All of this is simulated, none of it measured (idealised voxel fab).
This section sets out a process module, namely voxel transistor to metal.
Section shown: cut. Width: 205 nm. Cell size: 5 nm, square.
This document writes a cross-section as a grid whose cells are square, and gives it as bands, listed from the top down; one or more rows of cells form a band. Heights first: top, then bottom, in nm. Then materials, left to right, each with a width in nm. "all across" on a single material: fills the band edge to edge. "air": empty space. Heights are measured from 0, the level below which the as-received wafer is all one material; the lowest band has no bottom and continues downward, written as in "0 down". When a width is written as two numbers, as in "30..40", the first number is the width in the top row of cells of the band and the second is the width in its bottom row, and the width changes by the same amount from each row to the next. Reading "no modifications" for a step: not a cell of the cross-section changed in it. In "Closed empty spaces" the enclosed voids are listed, meaning empty spaces of 8 cells or larger without any opening to the top. The form is width x height at distance, distance from the left edge, units nm. The remark found on a step's line after its settings is issued by the simulator itself and pertains to that step. overlay nm: how far to the right of its planned place the mask lay on this masked step (negative: to the left).

[Steps planned for the process]
1,RECEIVE | material Si
2,CONFORMAL_DEP | material SiO2 | thk nm 5
3,CONFORMAL_DEP | material SiN | thk nm 10
4,MASKED_ETCH | tone cover | mask id ACTIVE | width nm 110 | etch materials SiN | depth nm 10 | overlay nm 0
5,MASKED_ETCH | tone cover | mask id ACTIVE | width nm 110 | etch materials SiO2 | depth nm 5 | overlay nm 0
6,MASKED_ETCH | tone cover | mask id ACTIVE | width nm 110 | etch materials Si | depth nm 25 | overlay nm 0
7,FILL_DEP | material SiO2 | thk nm 15
8,CMP | height nm 15
9,SELECTIVE_ETCH | etch materials SiO2 | depth nm 5
10,STRIP | etch materials SiN
11,SELECTIVE_ETCH | etch materials SiO2 | depth nm 5
12,OXIDIZE | depth nm 5
13,DIRECTIONAL_DEP | material polySi | thk nm 20
14,DIRECTIONAL_DEP | material SiCN | thk nm 10
15,MASKED_ETCH | tone cover | mask id GATE | width nm 20 | etch materials SiCN | depth nm 20 | overlay nm 0
16,MASKED_ETCH | tone cover | mask id GATE | width nm 20 | etch materials polySi | depth nm 30 | overlay nm 0
17,CONFORMAL_DEP | material SiN | thk nm 10
18,DIRECTIONAL_ETCH | etch materials SiN | depth nm 10
19,DIRECTIONAL_ETCH | etch materials SiO2 | depth nm 5
20,DIRECTIONAL_ETCH | etch materials Si | depth nm 5
21,EPI | material SiGe | thk nm 5
22,FILL_DEP | material SiO2 | thk nm 5
23,CMP | height nm 30
24,DIRECTIONAL_DEP | material SiO2 | thk nm 15
25,PATTERN | tone open | mask id CONTACT | material resist | width nm 20 | pitch nm 80 | thk nm 15 | overlay nm 0
26,DIRECTIONAL_ETCH | etch materials SiO2 | depth nm 50
27,STRIP | etch materials resist
28,CONFORMAL_DEP | material TiN | thk nm 5
29,FILL_DEP | material W | thk nm 5
30,CMP | height nm 45
31,CONFORMAL_DEP | material SiCN | thk nm 5
32,DIRECTIONAL_DEP | material lowk | thk nm 25
33,MASKED_ETCH | tone open | mask id METAL_1 | width nm 20 | pitch nm 80 | etch materials lowk | depth nm 25 | overlay nm 0
34,MASKED_ETCH | tone open | mask id METAL_1 | width nm 20 | pitch nm 80 | etch materials SiCN | depth nm 5 | overlay nm 0
35,CONFORMAL_DEP | material TiN | thk nm 5
36,FILL_DEP | material Cu | thk nm 10
37,CMP | height nm 75
38,CONFORMAL_DEP | material SiCN | thk nm 5
39,DIRECTIONAL_DEP | material SiO2 | thk nm 30
40,MASKED_ETCH | tone open | mask id METAL_2 | width nm 20 | pitch nm 80 | etch materials SiO2 | depth nm 15 | overlay nm 0
41,MASKED_ETCH | tone open | mask id METAL_2_HOLES | width nm 15 | pitch nm 80 | etch materials SiO2 | depth nm 15 | overlay nm 0
42,MASKED_ETCH | tone open | mask id METAL_2_HOLES | width nm 15 | pitch nm 80 | etch materials SiCN | depth nm 5 | overlay nm 0
43,CONFORMAL_DEP | material TiN | thk nm 5
44,FILL_DEP | material Cu | thk nm 10
45,CMP | height nm 110
46,CONFORMAL_DEP | material SiCN | thk nm 5

[This is the cross-section of the wafer as we received it, i.e. after step 1]
	0 down: Si all across
	Closed empty spaces: none

[End-of-module cross-section. Starting structure and process plan as above; one mistake made in running it]
	115 to 110: SiCN all across
	110 to 100: 50 SiO2 / 5 TiN / 10 Cu / 5 TiN / 60 SiO2 / 5 TiN / 10 Cu / 5 TiN / 55 SiO2
	100 to 95: 50 SiO2 / 5 TiN / 5 Cu / 10 TiN / 60 SiO2 / 5 TiN / 5 Cu / 10 TiN / 55 SiO2
	95 to 80: 50 SiO2 / 5 TiN / 5 Cu / 5 TiN / 65 SiO2 / 5 TiN / 5 Cu / 5 TiN / 60 SiO2
	80 to 75: 50 SiCN / 15 TiN / 65 SiCN / 15 TiN / 60 SiCN
	75 to 50: 50 lowk / 5 TiN / 10 Cu / 5 TiN / 60 lowk / 5 TiN / 10 Cu / 5 TiN / 55 lowk
	50 to 45: 50 SiCN / 20 TiN / 60 SiCN / 20 TiN / 55 SiCN
	45 to 30: 50 SiO2 / 5 TiN / 10 W / 5 TiN / 60 SiO2 / 5 TiN / 10 W / 5 TiN / 55 SiO2
	30 to 20: 50 SiO2 / 5 TiN / 10 W / 5 TiN / 10 SiO2 / 10 SiN / 20 SiCN / 10 SiN / 10 SiO2 / 5 TiN / 10 W / 5 TiN / 55 SiO2
	20 to 5: 50 SiO2 / 5 TiN / 10 W / 5 TiN / 10 SiO2 / 10 SiN / 30 polySi / 10 SiN / 5 TiN / 10 W / 5 TiN / 55 SiO2
	5 to 0: 40 SiO2 / 10 SiN / 10 TiN / 5 W / 5 TiN / 10 SiO2 / 10 SiN / 30 polySi / 10 SiN / 20 TiN / 10 SiN / 45 SiO2
	0 to -5: 50 SiO2 / 5 SiGe / 15 TiN / 5 SiO2 / 5 SiGe / 50 SiO2 / 5 SiGe / 10 TiN / 5 SiGe / 55 SiO2
	-5 to -10: 45 SiO2 / 5 Si / 30 SiGe / 50 Si / 20 SiGe / 5 Si / 50 SiO2
	-10 to -25: 45 SiO2 / 110 Si / 50 SiO2
	-25 down: Si all across
	Closed empty spaces: none
Deviation noted in wafer processing: heads up, step 16 didn't go per plan, it actually ran as MASKED_ETCH | tone cover | mask id GATE | width nm 20 | etch materials polySi | depth nm 30 | overlay nm 10
